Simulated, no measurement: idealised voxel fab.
The following process module bears the name voxel ribs on slabs.
For reference, the cross-section in this document is cut, with width 140 nm and square cells of 5 nm.
Throughout this document, each cross-section is represented as a grid of square cells and is presented as a sequence of bands enumerated from the top downward, where a band comprises one or more rows of cells.
It is stipulated that each band's entry specify, in nanometres, the height of the top of the band and then that of its bottom, followed by the materials of the band in left-to-right sequence, each together with its width in nanometres. A single material marked by the word "full width" is understood to fill the band from edge to edge; the word "empty" is understood to denote empty space.
Height 0 is the level under which the wafer as received is all one material. The lowest band goes on downwards, as in "0 nm and below".
The notation "30->40" denotes a width that varies across the rows of cells in the band, beginning at the first number in the top row, finishing at the second number in the bottom row, and changing by an identical amount from each row to the next.
Given "no change" for a step, no cell of the cross-section differs between before and after that step.
This entry, "Enclosed internal cavities", enumerates those empty regions of no fewer than 8 cells that possess no open connection to the top. Each region is reported in the form width x height at distance, the distance being taken from the left edge, with all three quantities expressed in nm.
If you see something after the settings on a step's line, that's the simulator's own remark about that step.
On any step carrying a mask, the "overlay nm" setting, if present on the step's line, tells how far right of its planned place the mask lay; negative values point to the left.

-- The process steps that were planned are listed below
step 1: RECEIVE (material Si)
step 2: DIRECTIONAL_DEP (material SiO2; thk nm 25)
step 3: DIRECTIONAL_DEP (material polySi; thk nm 15)
step 4: DIRECTIONAL_DEP (material aC; thk nm 10)
step 5: PATTERN (tone cover; mask id RIB; material resist; width nm 25; thk nm 30; overlay nm 0)
step 6: DIRECTIONAL_ETCH (etch materials aC; depth nm 10)
step 7: STRIP (etch materials resist)
step 8: DIRECTIONAL_ETCH (etch materials polySi; depth nm 10)
step 9: STRIP (etch materials aC)
step 10: DIRECTIONAL_DEP (material aC; thk nm 10)
step 11: PATTERN (tone cover; mask id SLAB; material resist; width nm 65; thk nm 30; overlay nm 0)
step 12: DIRECTIONAL_ETCH (etch materials aC; depth nm 10)
step 13: STRIP (etch materials resist)
step 14: DIRECTIONAL_ETCH (etch materials polySi; depth nm 5)
step 15: STRIP (etch materials aC)
step 16: FILL_DEP (material SiO2; thk nm 25)
step 17: CMP (height nm 60)
step 18: DIRECTIONAL_DEP (material TiN; thk nm 10)
step 19: DIRECTIONAL_DEP (material aC; thk nm 10)
step 20: PATTERN (tone cover; mask id HEATER; material resist; width nm 35; thk nm 25; overlay nm 0)
step 21: DIRECTIONAL_ETCH (etch materials aC; depth nm 10)
step 22: STRIP (etch materials resist)
step 23: DIRECTIONAL_ETCH (etch materials TiN; depth nm 10)
step 24: STRIP (etch materials aC)
step 25: CONFORMAL_DEP (material SiO2; thk nm 10)

-- So, the first of our two wafers, run just as we planned it

-- Shown in cross-section is the wafer as received, that is, as it stands after step 1
0 nm and below  Si full width
Enclosed internal cavities: none

-- The following cross-section depicts the wafer upon completion of step 2
25 nm to 0 nm  SiO2 full width
Nothing below the height 0 has changed.

-- The following cross-section depicts the wafer upon completion of step 3
40 nm to 25 nm  polySi full width
Nothing below the height 25 has changed.

-- The following cross-section depicts the wafer upon completion of step 4
50 nm to 40 nm  aC full width
Nothing below the height 40 has changed.

-- The following cross-section depicts the wafer upon completion of step 5
80 nm to 50 nm  55 nm empty / 25 nm resist / 60 nm empty
Nothing below the height 50 has changed.

-- The following cross-section depicts the wafer upon completion of step 6
70 nm to 50 nm  55 nm empty / 25 nm resist / 60 nm empty
50 nm to 40 nm  55 nm empty / 25 nm aC / 60 nm empty
Nothing below the height 40 has changed.

-- The following cross-section depicts the wafer upon completion of step 7
50 nm to 40 nm  55 nm empty / 25 nm aC / 60 nm empty
Nothing below the height 40 has changed.

-- The following cross-section depicts the wafer upon completion of step 8
50 nm to 40 nm  55 nm empty / 25 nm aC / 60 nm empty
40 nm to 30 nm  55 nm empty / 25 nm polySi / 60 nm empty
Nothing below the height 30 has changed.

-- The following cross-section depicts the wafer upon completion of step 9
40 nm to 30 nm  55 nm empty / 25 nm polySi / 60 nm empty
Nothing below the height 30 has changed.

-- The following cross-section depicts the wafer upon completion of step 10
50 nm to 40 nm  55 nm empty / 25 nm aC / 60 nm empty
40 nm to 30 nm  55 nm aC / 25 nm polySi / 60 nm aC
Nothing below the height 30 has changed.

-- The following cross-section depicts the wafer upon completion of step 11
80 nm to 50 nm  35 nm empty / 65 nm resist / 40 nm empty
50 nm to 40 nm  35 nm empty / 20 nm resist / 25 nm aC / 20 nm resist / 40 nm empty
Nothing below the height 40 has changed.

-- The following cross-section depicts the wafer upon completion of step 12
70 nm to 50 nm  35 nm empty / 65 nm resist / 40 nm empty
50 nm to 40 nm  35 nm empty / 20 nm resist / 25 nm aC / 20 nm resist / 40 nm empty
40 nm to 30 nm  35 nm empty / 20 nm aC / 25 nm polySi / 20 nm aC / 40 nm empty
Nothing below the height 30 has changed.

-- The following cross-section depicts the wafer upon completion of step 13
50 nm to 40 nm  55 nm empty / 25 nm aC / 60 nm empty
Nothing below the height 40 has changed.

-- The following cross-section depicts the wafer upon completion of step 14
50 nm to 40 nm  55 nm empty / 25 nm aC / 60 nm empty
40 nm to 30 nm  35 nm empty / 20 nm aC / 25 nm polySi / 20 nm aC / 40 nm empty
30 nm to 25 nm  35 nm empty / 65 nm polySi / 40 nm empty
Nothing below the height 25 has changed.

-- The following cross-section depicts the wafer upon completion of step 15
40 nm to 30 nm  55 nm empty / 25 nm polySi / 60 nm empty
Nothing below the height 30 has changed.

-- The following cross-section depicts the wafer upon completion of step 16
65 nm to 40 nm  SiO2 full width
40 nm to 30 nm  55 nm SiO2 / 25 nm polySi / 60 nm SiO2
30 nm to 25 nm  35 nm SiO2 / 65 nm polySi / 40 nm SiO2
Nothing below the height 25 has changed.

-- The following cross-section depicts the wafer upon completion of step 17
60 nm to 40 nm  SiO2 full width
Nothing below the height 40 has changed.

-- The following cross-section depicts the wafer upon completion of step 18
70 nm to 60 nm  TiN full width
Nothing below the height 60 has changed.

-- The following cross-section depicts the wafer upon completion of step 19
80 nm to 70 nm  aC full width
Nothing below the height 70 has changed.

-- The following cross-section depicts the wafer upon completion of step 20
105 nm to 80 nm  50 nm empty / 35 nm resist / 55 nm empty
Nothing below the height 80 has changed.

-- The following cross-section depicts the wafer upon completion of step 21
95 nm to 80 nm  50 nm empty / 35 nm resist / 55 nm empty
80 nm to 70 nm  50 nm empty / 35 nm aC / 55 nm empty
Nothing below the height 70 has changed.

-- The following cross-section depicts the wafer upon completion of step 22
80 nm to 70 nm  50 nm empty / 35 nm aC / 55 nm empty
Nothing below the height 70 has changed.

-- The following cross-section depicts the wafer upon completion of step 23
80 nm to 70 nm  50 nm empty / 35 nm aC / 55 nm empty
70 nm to 60 nm  50 nm empty / 35 nm TiN / 55 nm empty
Nothing below the height 60 has changed.

-- The following cross-section depicts the wafer upon completion of step 24
70 nm to 60 nm  50 nm empty / 35 nm TiN / 55 nm empty
Nothing below the height 60 has changed.

-- The following cross-section depicts the wafer upon completion of step 25
80 nm to 70 nm  40 nm empty / 55 nm SiO2 / 45 nm empty
70 nm to 60 nm  50 nm SiO2 / 35 nm TiN / 55 nm SiO2
Nothing below the height 60 has changed.

-- Now the other wafer: same start, same recipe, but we messed up one thing when running it. Up to and including step 24 it's the same as the first one

Cross-section of the second wafer when, according to plan, step 25 should have finished: no change
Diagnosis: step 25 of the plan: omitted, not performed
Wafer comparison, final, in cells, second relative to first, materials more or fewer: SiO2 -64
